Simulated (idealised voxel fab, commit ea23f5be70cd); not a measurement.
Proc. module: voxel self aligned vias
180 nm wide, 5 nm square cells: that's cross-section cut.
A cross-section in this document is a grid of square cells, and it is written down as bands, the top band listed before the ones below it; a band is made up of one or more rows of cells.
Each band's line starts with the height of the band's top and of its bottom, in nm. Then come its materials from left to right, each with its width in nm. One material with "all across" fills the band from edge to edge. "air" is empty space.
Heights are expressed relative to 0, this being the level below which the as-received wafer comprises one material exclusively. The lowest band is unbounded in the downward direction and is denoted as in "0 nm and below".
A width such as "30..40" changes by the same amount from each row of cells to the next, from the band's top row to its bottom row.
Step marked "nothing altered"? Then no cell in the cross-section changed in it.
"Trapped cavities" means: voids of 8 cells or more that are shut off from the top with no open way through. Written width x height at distance, distance from the left edge, in nm.
It should be noted that, on the line of a given step, the content following the step's settings is a remark produced by the simulator itself with respect to that step.
overlay nm: how far to the right of its planned place the mask lay on this masked step (negative: to the left).
### The following list gives the planned process steps
1: RECEIVE,material Si
2: CONFORMAL_DEP,material SiO2,thk nm 10
3: CONFORMAL_DEP,material SiCN,thk nm 5
4: DIRECTIONAL_DEP,material SiO2,thk nm 20
5: MASKED_ETCH,tone open,mask id LINES,width nm 25,pitch nm 70,etch materials SiO2,depth nm 20,overlay nm 0
6: CONFORMAL_DEP,material TiN,thk nm 5
7: FILL_DEP,material W,thk nm 10
8: CMP,height nm 35
9: SELECTIVE_ETCH,etch materials W Ru TiN,depth nm 5
10: FILL_DEP,material SiN,thk nm 10
11: CMP,height nm 35
12: DIRECTIONAL_DEP,material SiO2,thk nm 20
13: PATTERN,tone open,mask id VIAS,material resist,width nm 45,pitch nm 70,thk nm 15,overlay nm 0
14: DIRECTIONAL_ETCH,etch materials SiO2,depth nm 20
15: DIRECTIONAL_ETCH,etch materials SiN,depth nm 5
16: STRIP,etch materials resist
17: CONFORMAL_DEP,material TiN,thk nm 5
18: FILL_DEP,material Cu,thk nm 10
19: CMP,height nm 55
20: CONFORMAL_DEP,material SiN,thk nm 5
### The first of the two wafers, which ran as planned
### Incoming wafer, cross-sectional view, post step 1
    0 nm and below = Si all across
    Trapped cavities: none
### Presented here is a cross-section of the wafer after step 2 has been performed
    10 nm to 0 nm = SiO2 all across
    Below 0, no change.
### Presented here is a cross-section of the wafer after step 3 has been performed
    15 nm to 10 nm = SiCN all across
    Below 10, no change.
### Presented here is a cross-section of the wafer after step 4 has been performed
    35 nm to 15 nm = SiO2 all across
    Below 15, no change.
### Presented here is a cross-section of the wafer after step 5 has been performed
    35 nm to 15 nm = 40 nm SiO2 / 25 nm air / 45 nm SiO2 / 25 nm air / 45 nm SiO2
    Below 15, no change.
### Presented here is a cross-section of the wafer after step 6 has been performed
    40 nm to 35 nm = 45 nm TiN / 15 nm air / 55 nm TiN / 15 nm air / 50 nm TiN
    35 nm to 20 nm = 40 nm SiO2 / 5 nm TiN / 15 nm air / 5 nm TiN / 45 nm SiO2 / 5 nm TiN / 15 nm air / 5 nm TiN / 45 nm SiO2
    20 nm to 15 nm = 40 nm SiO2 / 25 nm TiN / 45 nm SiO2 / 25 nm TiN / 45 nm SiO2
    Below 15, no change.
### Presented here is a cross-section of the wafer after step 7 has been performed
    50 nm to 40 nm = W all across
    40 nm to 35 nm = 45 nm TiN / 15 nm W / 55 nm TiN / 15 nm W / 50 nm TiN
    35 nm to 20 nm = 40 nm SiO2 / 5 nm TiN / 15 nm W / 5 nm TiN / 45 nm SiO2 / 5 nm TiN / 15 nm W / 5 nm TiN / 45 nm SiO2
    Below 20, no change.
### Presented here is a cross-section of the wafer after step 8 has been performed
    35 nm to 20 nm = 40 nm SiO2 / 5 nm TiN / 15 nm W / 5 nm TiN / 45 nm SiO2 / 5 nm TiN / 15 nm W / 5 nm TiN / 45 nm SiO2
    Below 20, no change.
### Presented here is a cross-section of the wafer after step 9 has been performed
    35 nm to 30 nm = 40 nm SiO2 / 25 nm air / 45 nm SiO2 / 25 nm air / 45 nm SiO2
    Below 30, no change.
### Presented here is a cross-section of the wafer after step 10 has been performed
    45 nm to 35 nm = SiN all across
    35 nm to 30 nm = 40 nm SiO2 / 25 nm SiN / 45 nm SiO2 / 25 nm SiN / 45 nm SiO2
    Below 30, no change.
### Presented here is a cross-section of the wafer after step 11 has been performed
    35 nm to 30 nm = 40 nm SiO2 / 25 nm SiN / 45 nm SiO2 / 25 nm SiN / 45 nm SiO2
    Below 30, no change.
### Presented here is a cross-section of the wafer after step 12 has been performed
    55 nm to 35 nm = SiO2 all across
    Below 35, no change.
### Presented here is a cross-section of the wafer after step 13 has been performed
    70 nm to 55 nm = 30 nm resist / 45 nm air / 25 nm resist / 45 nm air / 35 nm resist
    Below 55, no change.
### Presented here is a cross-section of the wafer after step 14 has been performed
    70 nm to 55 nm = 30 nm resist / 45 nm air / 25 nm resist / 45 nm air / 35 nm resist
    55 nm to 35 nm = 30 nm SiO2 / 45 nm air / 25 nm SiO2 / 45 nm air / 35 nm SiO2
    Below 35, no change.
### Presented here is a cross-section of the wafer after step 15 has been performed
    70 nm to 55 nm = 30 nm resist / 45 nm air / 25 nm resist / 45 nm air / 35 nm resist
    55 nm to 35 nm = 30 nm SiO2 / 45 nm air / 25 nm SiO2 / 45 nm air / 35 nm SiO2
    35 nm to 30 nm = 40 nm SiO2 / 25 nm air / 45 nm SiO2 / 25 nm air / 45 nm SiO2
    Below 30, no change.
### Presented here is a cross-section of the wafer after step 16 has been performed
    55 nm to 35 nm = 30 nm SiO2 / 45 nm air / 25 nm SiO2 / 45 nm air / 35 nm SiO2
    Below 35, no change.
### Presented here is a cross-section of the wafer after step 17 has been performed
    60 nm to 55 nm = 35 nm TiN / 35 nm air / 35 nm TiN / 35 nm air / 40 nm TiN
    55 nm to 40 nm = 30 nm SiO2 / 5 nm TiN / 35 nm air / 5 nm TiN / 25 nm SiO2 / 5 nm TiN / 35 nm air / 5 nm TiN / 35 nm SiO2
    40 nm to 35 nm = 30 nm SiO2 / 15 nm TiN / 15 nm air / 15 nm TiN / 25 nm SiO2 / 15 nm TiN / 15 nm air / 15 nm TiN / 35 nm SiO2
    35 nm to 30 nm = 40 nm SiO2 / 25 nm TiN / 45 nm SiO2 / 25 nm TiN / 45 nm SiO2
    Below 30, no change.
### Presented here is a cross-section of the wafer after step 18 has been performed
    70 nm to 60 nm = Cu all across
    60 nm to 55 nm = 35 nm TiN / 35 nm Cu / 35 nm TiN / 35 nm Cu / 40 nm TiN
    55 nm to 40 nm = 30 nm SiO2 / 5 nm TiN / 35 nm Cu / 5 nm TiN / 25 nm SiO2 / 5 nm TiN / 35 nm Cu / 5 nm TiN / 35 nm SiO2
    40 nm to 35 nm = 30 nm SiO2 / 15 nm TiN / 15 nm Cu / 15 nm TiN / 25 nm SiO2 / 15 nm TiN / 15 nm Cu / 15 nm TiN / 35 nm SiO2
    Below 35, no change.
### Presented here is a cross-section of the wafer after step 19 has been performed
    55 nm to 40 nm = 30 nm SiO2 / 5 nm TiN / 35 nm Cu / 5 nm TiN / 25 nm SiO2 / 5 nm TiN / 35 nm Cu / 5 nm TiN / 35 nm SiO2
    Below 40, no change.
### Presented here is a cross-section of the wafer after step 20 has been performed
    60 nm to 55 nm = SiN all across
    Below 55, no change.
### Wafer two: like wafer one in start and plan, but with one mistake in execution; identical up to and including step 4
### Cross-section of the second wafer at the time step 5 of the plan should have ended
    35 nm to 15 nm = 45 nm SiO2 / 20 nm air / 50 nm SiO2 / 20 nm air / 45 nm SiO2
    Below 15, no change.
### Cross-section of the second wafer at the time step 6 of the plan should have ended
    40 nm to 35 nm = 50 nm TiN / 10 nm air / 60 nm TiN / 10 nm air / 50 nm TiN
    35 nm to 20 nm = 45 nm SiO2 / 5 nm TiN / 10 nm air / 5 nm TiN / 50 nm SiO2 / 5 nm TiN / 10 nm air / 5 nm TiN / 45 nm SiO2
    20 nm to 15 nm = 45 nm SiO2 / 20 nm TiN / 50 nm SiO2 / 20 nm TiN / 45 nm SiO2
    Below 15, no change.
### Cross-section of the second wafer at the time step 7 of the plan should have ended
    50 nm to 40 nm = W all across
    40 nm to 35 nm = 50 nm TiN / 10 nm W / 60 nm TiN / 10 nm W / 50 nm TiN
    35 nm to 20 nm = 45 nm SiO2 / 5 nm TiN / 10 nm W / 5 nm TiN / 50 nm SiO2 / 5 nm TiN / 10 nm W / 5 nm TiN / 45 nm SiO2
    Below 20, no change.
### Cross-section of the second wafer at the time step 8 of the plan should have ended
    35 nm to 20 nm = 45 nm SiO2 / 5 nm TiN / 10 nm W / 5 nm TiN / 50 nm SiO2 / 5 nm TiN / 10 nm W / 5 nm TiN / 45 nm SiO2
    Below 20, no change.
### Cross-section of the second wafer at the time step 9 of the plan should have ended
    35 nm to 30 nm = 45 nm SiO2 / 20 nm air / 50 nm SiO2 / 20 nm air / 45 nm SiO2
    Below 30, no change.
### Cross-section of the second wafer at the time step 10 of the plan should have ended
    45 nm to 35 nm = SiN all across
    35 nm to 30 nm = 45 nm SiO2 / 20 nm SiN / 50 nm SiO2 / 20 nm SiN / 45 nm SiO2
    Below 30, no change.
### Cross-section of the second wafer at the time step 11 of the plan should have ended
    35 nm to 30 nm = 45 nm SiO2 / 20 nm SiN / 50 nm SiO2 / 20 nm SiN / 45 nm SiO2
    Below 30, no change.
### Cross-section of the second wafer at the time step 12 of the plan should have ended
    55 nm to 35 nm = SiO2 all across
    Below 35, no change.
### Cross-section of the second wafer at the time step 13 of the plan should have ended
    70 nm to 55 nm = 30 nm resist / 45 nm air / 25 nm resist / 45 nm air / 35 nm resist
    Below 55, no change.
### Cross-section of the second wafer at the time step 14 of the plan should have ended
    70 nm to 55 nm = 30 nm resist / 45 nm air / 25 nm resist / 45 nm air / 35 nm resist
    55 nm to 35 nm = 30 nm SiO2 / 45 nm air / 25 nm SiO2 / 45 nm air / 35 nm SiO2
    Below 35, no change.
### Cross-section of the second wafer at the time step 15 of the plan should have ended
    70 nm to 55 nm = 30 nm resist / 45 nm air / 25 nm resist / 45 nm air / 35 nm resist
    55 nm to 35 nm = 30 nm SiO2 / 45 nm air / 25 nm SiO2 / 45 nm air / 35 nm SiO2
    35 nm to 30 nm = 45 nm SiO2 / 20 nm air / 50 nm SiO2 / 20 nm air / 45 nm SiO2
    Below 30, no change.
### Cross-section of the second wafer at the time step 16 of the plan should have ended
    55 nm to 35 nm = 30 nm SiO2 / 45 nm air / 25 nm SiO2 / 45 nm air / 35 nm SiO2
    Below 35, no change.
### Cross-section of the second wafer at the time step 17 of the plan should have ended
    60 nm to 55 nm = 35 nm TiN / 35 nm air / 35 nm TiN / 35 nm air / 40 nm TiN
    55 nm to 40 nm = 30 nm SiO2 / 5 nm TiN / 35 nm air / 5 nm TiN / 25 nm SiO2 / 5 nm TiN / 35 nm air / 5 nm TiN / 35 nm SiO2
    40 nm to 35 nm = 30 nm SiO2 / 20 nm TiN / 10 nm air / 15 nm TiN / 25 nm SiO2 / 20 nm TiN / 10 nm air / 15 nm TiN / 35 nm SiO2
    35 nm to 30 nm = 45 nm SiO2 / 20 nm TiN / 50 nm SiO2 / 20 nm TiN / 45 nm SiO2
    Below 30, no change.
### Cross-section of the second wafer at the time step 18 of the plan should have ended
    70 nm to 60 nm = Cu all across
    60 nm to 55 nm = 35 nm TiN / 35 nm Cu / 35 nm TiN / 35 nm Cu / 40 nm TiN
    55 nm to 40 nm = 30 nm SiO2 / 5 nm TiN / 35 nm Cu / 5 nm TiN / 25 nm SiO2 / 5 nm TiN / 35 nm Cu / 5 nm TiN / 35 nm SiO2
    40 nm to 35 nm = 30 nm SiO2 / 20 nm TiN / 10 nm Cu / 15 nm TiN / 25 nm SiO2 / 20 nm TiN / 10 nm Cu / 15 nm TiN / 35 nm SiO2
    Below 35, no change.
### Cross-section of the second wafer at the time step 19 of the plan should have ended
    55 nm to 40 nm = 30 nm SiO2 / 5 nm TiN / 35 nm Cu / 5 nm TiN / 25 nm SiO2 / 5 nm TiN / 35 nm Cu / 5 nm TiN / 35 nm SiO2
    Below 40, no change.
### Cross-section of the second wafer at the time step 20 of the plan should have ended
    60 nm to 55 nm = SiN all across
    Below 55, no change.
What was the processing mistake? step 5 did not use the planned setting and instead ran as MASKED_ETCH,tone open,mask id LINES,width nm 20,pitch nm 70,etch materials SiO2,depth nm 20,overlay nm 0
In the final state, the cell counts of the second wafer exceed or fall short of those of the first for the following materials: Cu -2, SiO2 +8, TiN -2, W -4
